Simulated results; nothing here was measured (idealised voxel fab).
This is a process module. Its name is voxel gate over fins.
Shown is cross-section cut, with a width of 165 nm and square cells of size 5 nm.
For the purposes of this document, a cross-section shall be understood as a grid of square cells, specified as bands listed in top-to-bottom order, each band consisting of one or more rows of cells. A band entry consists of two parts. The first gives the height of the band's top and the height of its bottom, in nm. The rest lists the band's materials from left to right, each with its width in nm. A single material labelled with the word "everywhere" fills the band from edge to edge, and the word "blank" marks empty space. We count height from 0. Below that, the starting wafer is all one material. The lowest band never ends at the bottom but goes on down; see "0 nm and below" for how that is written. The two numbers in a width such as "30..40" mark its ends across the band: the first belongs to the top row of cells, the second to the bottom row, and from each row to the next the width moves by the same amount. The cross-section has no changed cell in any step marked "remained the same". Look at "Cavities, closed" for the closed voids: empty spaces with no open path to the top, sized 8 cells or up. Each is width x height at distance, distance from the left edge, all nm. Post-settings text on a step line: simulator's own remark regarding the step. overlay nm: right-of-plan distance of the mask on a masked step; negative values mean left-of-plan.

Set out below are the planned steps of the process:
1: RECEIVE,material Si
2: CONFORMAL_DEP,material SiN,thk nm 10
3: MASKED_ETCH,tone cover,mask id FINS,width nm 15,pitch nm 55,etch materials SiN,depth nm 10,overlay nm 0
4: MASKED_ETCH,tone cover,mask id FINS,width nm 15,pitch nm 55,etch materials Si,depth nm 30,overlay nm 0
5: OXIDIZE,depth nm 5
6: FILL_DEP,material SiO2,thk nm 5
7: CMP,height nm 10
8: DIRECTIONAL_DEP,material aC,thk nm 10
9: PATTERN,tone open,mask id RAIL,material resist,width nm 15,thk nm 30,overlay nm 0
10: DIRECTIONAL_ETCH,etch materials aC,depth nm 10
11: STRIP,etch materials resist
12: DIRECTIONAL_ETCH,etch materials SiO2,depth nm 35
13: STRIP,etch materials aC
14: CONFORMAL_DEP,material TiN,thk nm 5
15: FILL_DEP,material W,thk nm 5
16: CMP,height nm 10
17: SELECTIVE_ETCH,etch materials W Ru TiN,depth nm 30
18: FILL_DEP,material SiO2,thk nm 5
19: CMP,height nm 10
20: SELECTIVE_ETCH,etch materials SiO2,depth nm 20
21: STRIP,etch materials SiN
22: CONFORMAL_DEP,material HfO2,thk nm 5
23: CONFORMAL_DEP,material TiN,thk nm 5
24: CONFORMAL_DEP,material TiAl,thk nm 5
25: CONFORMAL_DEP,material TiN,thk nm 5
26: FILL_DEP,material W,thk nm 10
27: CMP,height nm 25
28: CONFORMAL_DEP,material SiN,thk nm 10

Wafer cross-section on receipt, i.e. after step 1:
	0 nm and below  Si everywhere
	Cavities, closed: none

The module was run from the start shown above using the plan shown above, but one mistake was made doing it; the resulting wafer cross-section is below:
	35 nm to 25 nm  SiN everywhere
	25 nm to 20 nm  W everywhere
	20 nm to 10 nm  W=30, TiN=45, W=10, TiN=45, W=35
	10 nm to 5 nm  TiN=40, TiAl=25, TiN=30, TiAl=25, TiN=45
	5 nm to 0 nm  TiN=40, TiAl=5, HfO2=15, TiAl=5, TiN=30, TiAl=5, HfO2=15, TiAl=5, TiN=45
	0 nm to -5 nm  TiAl=45, HfO2=5, Si=5, HfO2=5, TiAl=40, HfO2=5, Si=5, HfO2=5, TiAl=50
	-5 nm to -10 nm  HfO2=50, Si=5, HfO2=50, Si=5, HfO2=55
	-10 nm to -20 nm  SiO2=50, Si=5, SiO2=50, Si=5, SiO2=55
	-20 nm to -25 nm  SiO2=50, Si=5, SiO2=15, TiN=15, SiO2=20, Si=5, SiO2=55
	-25 nm to -35 nm  SiO2=50, Si=5, SiO2=50, Si=5, SiO2=55
	-35 nm and below  Si everywhere
	Cavities, closed: none
Short version of what went wrong: the run placed steps 23 and 24 each in the position the plan gave to the other
